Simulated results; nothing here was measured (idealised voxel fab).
process module | voxel transistor to metal
cross-section cut | 170 nm wide | cells 5 nm
A cross-section is a grid of square cells, given in bands from the top down. A band is one or more rows of cells.
Each band's line starts with the height of the band's top and of its bottom, in nm. Then come its materials from left to right, each with its width in nm. One material with "throughout" fills the band from edge to edge. "air" is empty space.
Height 0 is the level under which the wafer as received is all one material. The lowest band goes on downwards, as in "0 down".
A width such as "30 to 40" changes by the same amount from each row of cells to the next, from the band's top row to its bottom row.
"no change" after a step means that no cell of the cross-section changed.
closed voids: empty space of 8 cells or more with no open way to the top, each as width x height at its distance from the left edge, in nm
after a step's settings: what the simulator itself notes on the step
overlay nm, on a step with a mask: how far to the right of its planned place the mask lay; to the left if negative
plan
1 op RECEIVE | material Si
2 op OXIDIZE | depth nm 5
3 op CONFORMAL_DEP | material SiN | thk nm 10
4 op DIRECTIONAL_DEP | material aC | thk nm 10
5 op PATTERN | tone cover | mask id ACTIVE | material resist | width nm 105 | thk nm 25 | overlay nm 0
6 op DIRECTIONAL_ETCH | etch materials aC | depth nm 10
7 op STRIP | etch materials resist
8 op DIRECTIONAL_ETCH | etch materials SiN | depth nm 10
9 op DIRECTIONAL_ETCH | etch materials SiO2 | depth nm 5
10 op DIRECTIONAL_ETCH | etch materials Si | depth nm 30
11 op STRIP | etch materials aC
12 op FILL_DEP | material SiO2 | thk nm 10
13 op CMP | height nm 10
14 op SELECTIVE_ETCH | etch materials SiO2 | depth nm 10
15 op STRIP | etch materials SiN
16 op SELECTIVE_ETCH | etch materials SiO2 | depth nm 5
17 op OXIDIZE | depth nm 5
18 op DIRECTIONAL_DEP | material polySi | thk nm 30
19 op DIRECTIONAL_DEP | material SiCN | thk nm 15
20 op DIRECTIONAL_DEP | material aC | thk nm 10
21 op PATTERN | tone cover | mask id GATE | material resist | width nm 25 | thk nm 25 | overlay nm 0
22 op DIRECTIONAL_ETCH | etch materials aC | depth nm 10
23 op STRIP | etch materials resist
24 op DIRECTIONAL_ETCH | etch materials SiCN | depth nm 25
25 op DIRECTIONAL_ETCH | etch materials polySi | depth nm 40
26 op STRIP | etch materials aC
27 op CONFORMAL_DEP | material SiN | thk nm 10
28 op DIRECTIONAL_ETCH | etch materials SiN | depth nm 10
29 op DIRECTIONAL_ETCH | etch materials SiO2 | depth nm 5
30 op DIRECTIONAL_ETCH | etch materials Si | depth nm 5
31 op EPI | material nSi | thk nm 5
32 op FILL_DEP | material SiO2 | thk nm 5
33 op CMP | height nm 25
34 op STRIP | etch materials polySi
35 op SELECTIVE_ETCH | etch materials SiO2 | depth nm 5
36 op CONFORMAL_DEP | material HfO2 | thk nm 5
37 op CONFORMAL_DEP | material TiN | thk nm 5
38 op FILL_DEP | material W | thk nm 5
39 op CMP | height nm 20
40 op DIRECTIONAL_DEP | material SiO2 | thk nm 10
41 op MASKED_ETCH | tone open | mask id CONTACT | width nm 20 | pitch nm 75 | etch materials SiO2 | depth nm 40 | overlay nm 0
42 op CONFORMAL_DEP | material TiN | thk nm 5
43 op FILL_DEP | material Ru | thk nm 10
44 op CMP | height nm 30
45 op CONFORMAL_DEP | material SiCN | thk nm 5
46 op DIRECTIONAL_DEP | material SiO2 | thk nm 25
47 op DIRECTIONAL_DEP | material aC | thk nm 10
48 op PATTERN | tone open | mask id METAL_1 | material resist | width nm 20 | pitch nm 75 | thk nm 30 | overlay nm 0
49 op DIRECTIONAL_ETCH | etch materials aC | depth nm 10
50 op STRIP | etch materials resist
51 op DIRECTIONAL_ETCH | etch materials SiO2 | depth nm 25
52 op DIRECTIONAL_ETCH | etch materials SiCN | depth nm 5
53 op STRIP | etch materials aC
54 op CONFORMAL_DEP | material TiN | thk nm 5
55 op FILL_DEP | material Cu | thk nm 5
56 op CMP | height nm 60
57 op CONFORMAL_DEP | material SiN | thk nm 5
first wafer, as planned
as received, after step 1
  0 down: Si throughout
  closed voids: none
after step 2
  0 to -5: SiO2 throughout
  below -5: unchanged
after step 3
  10 to 0: SiN throughout
  below 0: unchanged
after step 4
  20 to 10: aC throughout
  below 10: unchanged
after step 5
  45 to 20: air 30 | resist 105 | air 35
  below 20: unchanged
after step 6
  35 to 20: air 30 | resist 105 | air 35
  20 to 10: air 30 | aC 105 | air 35
  below 10: unchanged
after step 7
  20 to 10: air 30 | aC 105 | air 35
  below 10: unchanged
after step 8
  20 to 10: air 30 | aC 105 | air 35
  10 to 0: air 30 | SiN 105 | air 35
  below 0: unchanged
after step 9
  20 to 10: air 30 | aC 105 | air 35
  10 to 0: air 30 | SiN 105 | air 35
  0 to -5: air 30 | SiO2 105 | air 35
  below -5: unchanged
after step 10
  20 to 10: air 30 | aC 105 | air 35
  10 to 0: air 30 | SiN 105 | air 35
  0 to -5: air 30 | SiO2 105 | air 35
  -5 to -35: air 30 | Si 105 | air 35
  below -35: unchanged
after step 11
  10 to 0: air 30 | SiN 105 | air 35
  below 0: unchanged
after step 12
  20 to 10: SiO2 throughout
  10 to 0: SiO2 30 | SiN 105 | SiO2 35
  0 to -5: SiO2 throughout
  -5 to -35: SiO2 30 | Si 105 | SiO2 35
  below -35: unchanged
after step 13
  10 to 0: SiO2 30 | SiN 105 | SiO2 35
  below 0: unchanged
after step 14
  10 to 0: air 30 | SiN 105 | air 35
  below 0: unchanged
after step 15
  0 to -5: SiO2 throughout
  below -5: unchanged
after step 16
  -5 to -35: SiO2 30 | Si 105 | SiO2 35
  below -35: unchanged
after step 17
  -5 to -10: SiO2 throughout
  below -10: unchanged
after step 18
  25 to -5: polySi throughout
  below -5: unchanged
after step 19
  40 to 25: SiCN throughout
  below 25: unchanged
after step 20
  50 to 40: aC throughout
  below 40: unchanged
after step 21
  75 to 50: air 70 | resist 25 | air 75
  below 50: unchanged
after step 22
  65 to 50: air 70 | resist 25 | air 75
  50 to 40: air 70 | aC 25 | air 75
  below 40: unchanged
after step 23
  50 to 40: air 70 | aC 25 | air 75
  below 40: unchanged
after step 24
  50 to 40: air 70 | aC 25 | air 75
  40 to 25: air 70 | SiCN 25 | air 75
  below 25: unchanged
after step 25
  50 to 40: air 70 | aC 25 | air 75
  40 to 25: air 70 | SiCN 25 | air 75
  25 to -5: air 70 | polySi 25 | air 75
  below -5: unchanged
after step 26
  40 to 25: air 70 | SiCN 25 | air 75
  below 25: unchanged
after step 27
  50 to 40: air 60 | SiN 45 | air 65
  40 to 25: air 60 | SiN 10 | SiCN 25 | SiN 10 | air 65
  25 to 5: air 60 | SiN 10 | polySi 25 | SiN 10 | air 65
  5 to -5: SiN 70 | polySi 25 | SiN 75
  below -5: unchanged
after step 28
  40 to 25: air 60 | SiN 10 | SiCN 25 | SiN 10 | air 65
  25 to -5: air 60 | SiN 10 | polySi 25 | SiN 10 | air 65
  below -5: unchanged
after step 29
  40 to 25: air 60 | SiN 10 | SiCN 25 | SiN 10 | air 65
  25 to -5: air 60 | SiN 10 | polySi 25 | SiN 10 | air 65
  -5 to -10: air 60 | SiO2 45 | air 65
  below -10: unchanged
after step 30
  40 to 25: air 60 | SiN 10 | SiCN 25 | SiN 10 | air 65
  25 to -5: air 60 | SiN 10 | polySi 25 | SiN 10 | air 65
  -5 to -10: air 60 | SiO2 45 | air 65
  -10 to -15: SiO2 30 | air 30 | Si 45 | air 30 | SiO2 35
  below -15: unchanged
after step 31
  40 to 25: air 60 | SiN 10 | SiCN 25 | SiN 10 | air 65
  25 to -5: air 60 | SiN 10 | polySi 25 | SiN 10 | air 65
  -5 to -10: air 55 | nSi 5 | SiO2 45 | nSi 5 | air 60
  -10 to -15: SiO2 30 | nSi 30 | Si 45 | nSi 30 | SiO2 35
  below -15: unchanged
after step 32
  45 to 40: SiO2 throughout
  40 to 25: SiO2 60 | SiN 10 | SiCN 25 | SiN 10 | SiO2 65
  25 to -5: SiO2 60 | SiN 10 | polySi 25 | SiN 10 | SiO2 65
  -5 to -10: SiO2 55 | nSi 5 | SiO2 45 | nSi 5 | SiO2 60
  below -10: unchanged
after step 33
  25 to -5: SiO2 60 | SiN 10 | polySi 25 | SiN 10 | SiO2 65
  below -5: unchanged
after step 34
  25 to -5: SiO2 60 | SiN 10 | air 25 | SiN 10 | SiO2 65
  below -5: unchanged
after step 35
  25 to 20: air 60 | SiN 10 | air 25 | SiN 10 | air 65
  20 to -5: SiO2 60 | SiN 10 | air 25 | SiN 10 | SiO2 65
  -5 to -10: SiO2 55 | nSi 5 | SiO2 5 | air 35 | SiO2 5 | nSi 5 | SiO2 60
  below -10: unchanged
after step 36
  30 to 25: air 55 | HfO2 20 | air 15 | HfO2 20 | air 60
  25 to 20: HfO2 60 | SiN 10 | HfO2 5 | air 15 | HfO2 5 | SiN 10 | HfO2 65
  20 to -5: SiO2 60 | SiN 10 | HfO2 5 | air 15 | HfO2 5 | SiN 10 | SiO2 65
  -5 to -10: SiO2 55 | nSi 5 | SiO2 5 | HfO2 35 | SiO2 5 | nSi 5 | SiO2 60
  below -10: unchanged
after step 37
  35 to 30: air 50 | TiN 30 | air 5 | TiN 30 | air 55
  30 to 25: TiN 55 | HfO2 20 | TiN 5 | air 5 | TiN 5 | HfO2 20 | TiN 60
  25 to 20: HfO2 60 | SiN 10 | HfO2 5 | TiN 5 | air 5 | TiN 5 | HfO2 5 | SiN 10 | HfO2 65
  20 to 0: SiO2 60 | SiN 10 | HfO2 5 | TiN 5 | air 5 | TiN 5 | HfO2 5 | SiN 10 | SiO2 65
  0 to -5: SiO2 60 | SiN 10 | HfO2 5 | TiN 15 | HfO2 5 | SiN 10 | SiO2 65
  below -5: unchanged
after step 38
  40 to 35: W throughout
  35 to 30: W 50 | TiN 30 | W 5 | TiN 30 | W 55
  30 to 25: TiN 55 | HfO2 20 | TiN 5 | W 5 | TiN 5 | HfO2 20 | TiN 60
  25 to 20: HfO2 60 | SiN 10 | HfO2 5 | TiN 5 | W 5 | TiN 5 | HfO2 5 | SiN 10 | HfO2 65
  20 to 0: SiO2 60 | SiN 10 | HfO2 5 | TiN 5 | W 5 | TiN 5 | HfO2 5 | SiN 10 | SiO2 65
  below 0: unchanged
after step 39
  20 to 0: SiO2 60 | SiN 10 | HfO2 5 | TiN 5 | W 5 | TiN 5 | HfO2 5 | SiN 10 | SiO2 65
  below 0: unchanged
after step 40
  30 to 20: SiO2 throughout
  below 20: unchanged
after step 41
  30 to 20: SiO2 35 | air 20 | SiO2 55 | air 20 | SiO2 40
  20 to 0: SiO2 35 | air 20 | SiO2 5 | SiN 10 | HfO2 5 | TiN 5 | W 5 | TiN 5 | HfO2 5 | SiN 10 | SiO2 5 | air 20 | SiO2 40
  0 to -5: SiO2 35 | air 20 | SiO2 5 | SiN 10 | HfO2 5 | TiN 15 | HfO2 5 | SiN 10 | SiO2 5 | air 20 | SiO2 40
  -5 to -10: SiO2 35 | air 20 | nSi 5 | SiO2 5 | HfO2 35 | SiO2 5 | nSi 5 | air 20 | SiO2 40
  below -10: unchanged
after step 42
  35 to 30: TiN 40 | air 10 | TiN 65 | air 10 | TiN 45
  30 to 20: SiO2 35 | TiN 5 | air 10 | TiN 5 | SiO2 55 | TiN 5 | air 10 | TiN 5 | SiO2 40
  20 to 0: SiO2 35 | TiN 5 | air 10 | TiN 5 | SiO2 5 | SiN 10 | HfO2 5 | TiN 5 | W 5 | TiN 5 | HfO2 5 | SiN 10 | SiO2 5 | TiN 5 | air 10 | TiN 5 | SiO2 40
  0 to -5: SiO2 35 | TiN 5 | air 10 | TiN 5 | SiO2 5 | SiN 10 | HfO2 5 | TiN 15 | HfO2 5 | SiN 10 | SiO2 5 | TiN 5 | air 10 | TiN 5 | SiO2 40
  -5 to -10: SiO2 35 | TiN 20 | nSi 5 | SiO2 5 | HfO2 35 | SiO2 5 | nSi 5 | TiN 20 | SiO2 40
  below -10: unchanged
after step 43
  45 to 35: Ru throughout
  35 to 30: TiN 40 | Ru 10 | TiN 65 | Ru 10 | TiN 45
  30 to 20: SiO2 35 | TiN 5 | Ru 10 | TiN 5 | SiO2 55 | TiN 5 | Ru 10 | TiN 5 | SiO2 40
  20 to 0: SiO2 35 | TiN 5 | Ru 10 | TiN 5 | SiO2 5 | SiN 10 | HfO2 5 | TiN 5 | W 5 | TiN 5 | HfO2 5 | SiN 10 | SiO2 5 | TiN 5 | Ru 10 | TiN 5 | SiO2 40
  0 to -5: SiO2 35 | TiN 5 | Ru 10 | TiN 5 | SiO2 5 | SiN 10 | HfO2 5 | TiN 15 | HfO2 5 | SiN 10 | SiO2 5 | TiN 5 | Ru 10 | TiN 5 | SiO2 40
  below -5: unchanged
after step 44
  30 to 20: SiO2 35 | TiN 5 | Ru 10 | TiN 5 | SiO2 55 | TiN 5 | Ru 10 | TiN 5 | SiO2 40
  below 20: unchanged
after step 45
  35 to 30: SiCN throughout
  below 30: unchanged
after step 46
  60 to 35: SiO2 throughout
  below 35: unchanged
after step 47
  70 to 60: aC throughout
  below 60: unchanged
after step 48
  100 to 70: resist 35 | air 20 | resist 55 | air 20 | resist 40
  below 70: unchanged
after step 49
  90 to 70: resist 35 | air 20 | resist 55 | air 20 | resist 40
  70 to 60: aC 35 | air 20 | aC 55 | air 20 | aC 40
  below 60: unchanged
after step 50
  70 to 60: aC 35 | air 20 | aC 55 | air 20 | aC 40
  below 60: unchanged
after step 51
  70 to 60: aC 35 | air 20 | aC 55 | air 20 | aC 40
  60 to 35: SiO2 35 | air 20 | SiO2 55 | air 20 | SiO2 40
  below 35: unchanged
after step 52
  70 to 60: aC 35 | air 20 | aC 55 | air 20 | aC 40
  60 to 35: SiO2 35 | air 20 | SiO2 55 | air 20 | SiO2 40
  35 to 30: SiCN 35 | air 20 | SiCN 55 | air 20 | SiCN 40
  below 30: unchanged
after step 53
  60 to 35: SiO2 35 | air 20 | SiO2 55 | air 20 | SiO2 40
  below 35: unchanged
after step 54
  65 to 60: TiN 40 | air 10 | TiN 65 | air 10 | TiN 45
  60 to 35: SiO2 35 | TiN 5 | air 10 | TiN 5 | SiO2 55 | TiN 5 | air 10 | TiN 5 | SiO2 40
  35 to 30: SiCN 35 | TiN 20 | SiCN 55 | TiN 20 | SiCN 40
  below 30: unchanged
after step 55
  70 to 65: Cu throughout
  65 to 60: TiN 40 | Cu 10 | TiN 65 | Cu 10 | TiN 45
  60 to 35: SiO2 35 | TiN 5 | Cu 10 | TiN 5 | SiO2 55 | TiN 5 | Cu 10 | TiN 5 | SiO2 40
  below 35: unchanged
after step 56
  60 to 35: SiO2 35 | TiN 5 | Cu 10 | TiN 5 | SiO2 55 | TiN 5 | Cu 10 | TiN 5 | SiO2 40
  below 35: unchanged
after step 57
  65 to 60: SiN throughout
  below 60: unchanged
second wafer: like start, like plan, one mistake. Through step 9 it matches the first wafer
when step 10 should have ended
  20 to 10: air 30 | aC 105 | air 35
  10 to 0: air 30 | SiN 105 | air 35
  0 to -5: air 30 | SiO2 105 | air 35
  -5 to -45: air 30 | Si 105 | air 35
  below -45: unchanged
when step 11 should have ended
  10 to 0: air 30 | SiN 105 | air 35
  below 0: unchanged
when step 12 should have ended
  20 to 10: SiO2 throughout
  10 to 0: SiO2 30 | SiN 105 | SiO2 35
  0 to -5: SiO2 throughout
  -5 to -45: SiO2 30 | Si 105 | SiO2 35
  below -45: unchanged
when step 13 should have ended
  10 to 0: SiO2 30 | SiN 105 | SiO2 35
  below 0: unchanged
when step 14 should have ended
  10 to 0: air 30 | SiN 105 | air 35
  below 0: unchanged
when step 15 should have ended
  0 to -5: SiO2 throughout
  below -5: unchanged
when step 16 should have ended
  -5 to -45: SiO2 30 | Si 105 | SiO2 35
  below -45: unchanged
when step 17 should have ended
  -5 to -10: SiO2 throughout
  below -10: unchanged
when step 18 should have ended
  25 to -5: polySi throughout
  below -5: unchanged
when step 19 should have ended
  40 to 25: SiCN throughout
  below 25: unchanged
when step 20 should have ended
  50 to 40: aC throughout
  below 40: unchanged
when step 21 should have ended
  75 to 50: air 70 | resist 25 | air 75
  below 50: unchanged
when step 22 should have ended
  65 to 50: air 70 | resist 25 | air 75
  50 to 40: air 70 | aC 25 | air 75
  below 40: unchanged
when step 23 should have ended
  50 to 40: air 70 | aC 25 | air 75
  below 40: unchanged
when step 24 should have ended
  50 to 40: air 70 | aC 25 | air 75
  40 to 25: air 70 | SiCN 25 | air 75
  below 25: unchanged
when step 25 should have ended
  50 to 40: air 70 | aC 25 | air 75
  40 to 25: air 70 | SiCN 25 | air 75
  25 to -5: air 70 | polySi 25 | air 75
  below -5: unchanged
when step 26 should have ended
  40 to 25: air 70 | SiCN 25 | air 75
  below 25: unchanged
when step 27 should have ended
  50 to 40: air 60 | SiN 45 | air 65
  40 to 25: air 60 | SiN 10 | SiCN 25 | SiN 10 | air 65
  25 to 5: air 60 | SiN 10 | polySi 25 | SiN 10 | air 65
  5 to -5: SiN 70 | polySi 25 | SiN 75
  below -5: unchanged
when step 28 should have ended
  40 to 25: air 60 | SiN 10 | SiCN 25 | SiN 10 | air 65
  25 to -5: air 60 | SiN 10 | polySi 25 | SiN 10 | air 65
  below -5: unchanged
when step 29 should have ended
  40 to 25: air 60 | SiN 10 | SiCN 25 | SiN 10 | air 65
  25 to -5: air 60 | SiN 10 | polySi 25 | SiN 10 | air 65
  -5 to -10: air 60 | SiO2 45 | air 65
  below -10: unchanged
when step 30 should have ended
  40 to 25: air 60 | SiN 10 | SiCN 25 | SiN 10 | air 65
  25 to -5: air 60 | SiN 10 | polySi 25 | SiN 10 | air 65
  -5 to -10: air 60 | SiO2 45 | air 65
  -10 to -15: SiO2 30 | air 30 | Si 45 | air 30 | SiO2 35
  below -15: unchanged
when step 31 should have ended
  40 to 25: air 60 | SiN 10 | SiCN 25 | SiN 10 | air 65
  25 to -5: air 60 | SiN 10 | polySi 25 | SiN 10 | air 65
  -5 to -10: air 55 | nSi 5 | SiO2 45 | nSi 5 | air 60
  -10 to -15: SiO2 30 | nSi 30 | Si 45 | nSi 30 | SiO2 35
  below -15: unchanged
when step 32 should have ended
  45 to 40: SiO2 throughout
  40 to 25: SiO2 60 | SiN 10 | SiCN 25 | SiN 10 | SiO2 65
  25 to -5: SiO2 60 | SiN 10 | polySi 25 | SiN 10 | SiO2 65
  -5 to -10: SiO2 55 | nSi 5 | SiO2 45 | nSi 5 | SiO2 60
  below -10: unchanged
when step 33 should have ended
  25 to -5: SiO2 60 | SiN 10 | polySi 25 | SiN 10 | SiO2 65
  below -5: unchanged
when step 34 should have ended
  25 to -5: SiO2 60 | SiN 10 | air 25 | SiN 10 | SiO2 65
  below -5: unchanged
when step 35 should have ended
  25 to 20: air 60 | SiN 10 | air 25 | SiN 10 | air 65
  20 to -5: SiO2 60 | SiN 10 | air 25 | SiN 10 | SiO2 65
  -5 to -10: SiO2 55 | nSi 5 | SiO2 5 | air 35 | SiO2 5 | nSi 5 | SiO2 60
  below -10: unchanged
when step 36 should have ended
  30 to 25: air 55 | HfO2 20 | air 15 | HfO2 20 | air 60
  25 to 20: HfO2 60 | SiN 10 | HfO2 5 | air 15 | HfO2 5 | SiN 10 | HfO2 65
  20 to -5: SiO2 60 | SiN 10 | HfO2 5 | air 15 | HfO2 5 | SiN 10 | SiO2 65
  -5 to -10: SiO2 55 | nSi 5 | SiO2 5 | HfO2 35 | SiO2 5 | nSi 5 | SiO2 60
  below -10: unchanged
when step 37 should have ended
  35 to 30: air 50 | TiN 30 | air 5 | TiN 30 | air 55
  30 to 25: TiN 55 | HfO2 20 | TiN 5 | air 5 | TiN 5 | HfO2 20 | TiN 60
  25 to 20: HfO2 60 | SiN 10 | HfO2 5 | TiN 5 | air 5 | TiN 5 | HfO2 5 | SiN 10 | HfO2 65
  20 to 0: SiO2 60 | SiN 10 | HfO2 5 | TiN 5 | air 5 | TiN 5 | HfO2 5 | SiN 10 | SiO2 65
  0 to -5: SiO2 60 | SiN 10 | HfO2 5 | TiN 15 | HfO2 5 | SiN 10 | SiO2 65
  below -5: unchanged
when step 38 should have ended
  40 to 35: W throughout
  35 to 30: W 50 | TiN 30 | W 5 | TiN 30 | W 55
  30 to 25: TiN 55 | HfO2 20 | TiN 5 | W 5 | TiN 5 | HfO2 20 | TiN 60
  25 to 20: HfO2 60 | SiN 10 | HfO2 5 | TiN 5 | W 5 | TiN 5 | HfO2 5 | SiN 10 | HfO2 65
  20 to 0: SiO2 60 | SiN 10 | HfO2 5 | TiN 5 | W 5 | TiN 5 | HfO2 5 | SiN 10 | SiO2 65
  below 0: unchanged
when step 39 should have ended
  20 to 0: SiO2 60 | SiN 10 | HfO2 5 | TiN 5 | W 5 | TiN 5 | HfO2 5 | SiN 10 | SiO2 65
  below 0: unchanged
when step 40 should have ended
  30 to 20: SiO2 throughout
  below 20: unchanged
when step 41 should have ended
  30 to 20: SiO2 35 | air 20 | SiO2 55 | air 20 | SiO2 40
  20 to 0: SiO2 35 | air 20 | SiO2 5 | SiN 10 | HfO2 5 | TiN 5 | W 5 | TiN 5 | HfO2 5 | SiN 10 | SiO2 5 | air 20 | SiO2 40
  0 to -5: SiO2 35 | air 20 | SiO2 5 | SiN 10 | HfO2 5 | TiN 15 | HfO2 5 | SiN 10 | SiO2 5 | air 20 | SiO2 40
  -5 to -10: SiO2 35 | air 20 | nSi 5 | SiO2 5 | HfO2 35 | SiO2 5 | nSi 5 | air 20 | SiO2 40
  below -10: unchanged
when step 42 should have ended
  35 to 30: TiN 40 | air 10 | TiN 65 | air 10 | TiN 45
  30 to 20: SiO2 35 | TiN 5 | air 10 | TiN 5 | SiO2 55 | TiN 5 | air 10 | TiN 5 | SiO2 40
  20 to 0: SiO2 35 | TiN 5 | air 10 | TiN 5 | SiO2 5 | SiN 10 | HfO2 5 | TiN 5 | W 5 | TiN 5 | HfO2 5 | SiN 10 | SiO2 5 | TiN 5 | air 10 | TiN 5 | SiO2 40
  0 to -5: SiO2 35 | TiN 5 | air 10 | TiN 5 | SiO2 5 | SiN 10 | HfO2 5 | TiN 15 | HfO2 5 | SiN 10 | SiO2 5 | TiN 5 | air 10 | TiN 5 | SiO2 40
  -5 to -10: SiO2 35 | TiN 20 | nSi 5 | SiO2 5 | HfO2 35 | SiO2 5 | nSi 5 | TiN 20 | SiO2 40
  below -10: unchanged
when step 43 should have ended
  45 to 35: Ru throughout
  35 to 30: TiN 40 | Ru 10 | TiN 65 | Ru 10 | TiN 45
  30 to 20: SiO2 35 | TiN 5 | Ru 10 | TiN 5 | SiO2 55 | TiN 5 | Ru 10 | TiN 5 | SiO2 40
  20 to 0: SiO2 35 | TiN 5 | Ru 10 | TiN 5 | SiO2 5 | SiN 10 | HfO2 5 | TiN 5 | W 5 | TiN 5 | HfO2 5 | SiN 10 | SiO2 5 | TiN 5 | Ru 10 | TiN 5 | SiO2 40
  0 to -5: SiO2 35 | TiN 5 | Ru 10 | TiN 5 | SiO2 5 | SiN 10 | HfO2 5 | TiN 15 | HfO2 5 | SiN 10 | SiO2 5 | TiN 5 | Ru 10 | TiN 5 | SiO2 40
  below -5: unchanged
when step 44 should have ended
  30 to 20: SiO2 35 | TiN 5 | Ru 10 | TiN 5 | SiO2 55 | TiN 5 | Ru 10 | TiN 5 | SiO2 40
  below 20: unchanged
when step 45 should have ended
  35 to 30: SiCN throughout
  below 30: unchanged
when step 46 should have ended
  60 to 35: SiO2 throughout
  below 35: unchanged
when step 47 should have ended
  70 to 60: aC throughout
  below 60: unchanged
when step 48 should have ended
  100 to 70: resist 35 | air 20 | resist 55 | air 20 | resist 40
  below 70: unchanged
when step 49 should have ended
  90 to 70: resist 35 | air 20 | resist 55 | air 20 | resist 40
  70 to 60: aC 35 | air 20 | aC 55 | air 20 | aC 40
  below 60: unchanged
when step 50 should have ended
  70 to 60: aC 35 | air 20 | aC 55 | air 20 | aC 40
  below 60: unchanged
when step 51 should have ended
  70 to 60: aC 35 | air 20 | aC 55 | air 20 | aC 40
  60 to 35: SiO2 35 | air 20 | SiO2 55 | air 20 | SiO2 40
  below 35: unchanged
when step 52 should have ended
  70 to 60: aC 35 | air 20 | aC 55 | air 20 | aC 40
  60 to 35: SiO2 35 | air 20 | SiO2 55 | air 20 | SiO2 40
  35 to 30: SiCN 35 | air 20 | SiCN 55 | air 20 | SiCN 40
  below 30: unchanged
when step 53 should have ended
  60 to 35: SiO2 35 | air 20 | SiO2 55 | air 20 | SiO2 40
  below 35: unchanged
when step 54 should have ended
  65 to 60: TiN 40 | air 10 | TiN 65 | air 10 | TiN 45
  60 to 35: SiO2 35 | TiN 5 | air 10 | TiN 5 | SiO2 55 | TiN 5 | air 10 | TiN 5 | SiO2 40
  35 to 30: SiCN 35 | TiN 20 | SiCN 55 | TiN 20 | SiCN 40
  below 30: unchanged
when step 55 should have ended
  70 to 65: Cu throughout
  65 to 60: TiN 40 | Cu 10 | TiN 65 | Cu 10 | TiN 45
  60 to 35: SiO2 35 | TiN 5 | Cu 10 | TiN 5 | SiO2 55 | TiN 5 | Cu 10 | TiN 5 | SiO2 40
  below 35: unchanged
when step 56 should have ended
  60 to 35: SiO2 35 | TiN 5 | Cu 10 | TiN 5 | SiO2 55 | TiN 5 | Cu 10 | TiN 5 | SiO2 40
  below 35: unchanged
when step 57 should have ended
  65 to 60: SiN throughout
  below 60: unchanged
what went wrong: step 10 ran as: op DIRECTIONAL_ETCH | etch materials Si | depth nm 40
at the end the second wafer has, in cells: 26 fewer of Si | 26 more of SiO2
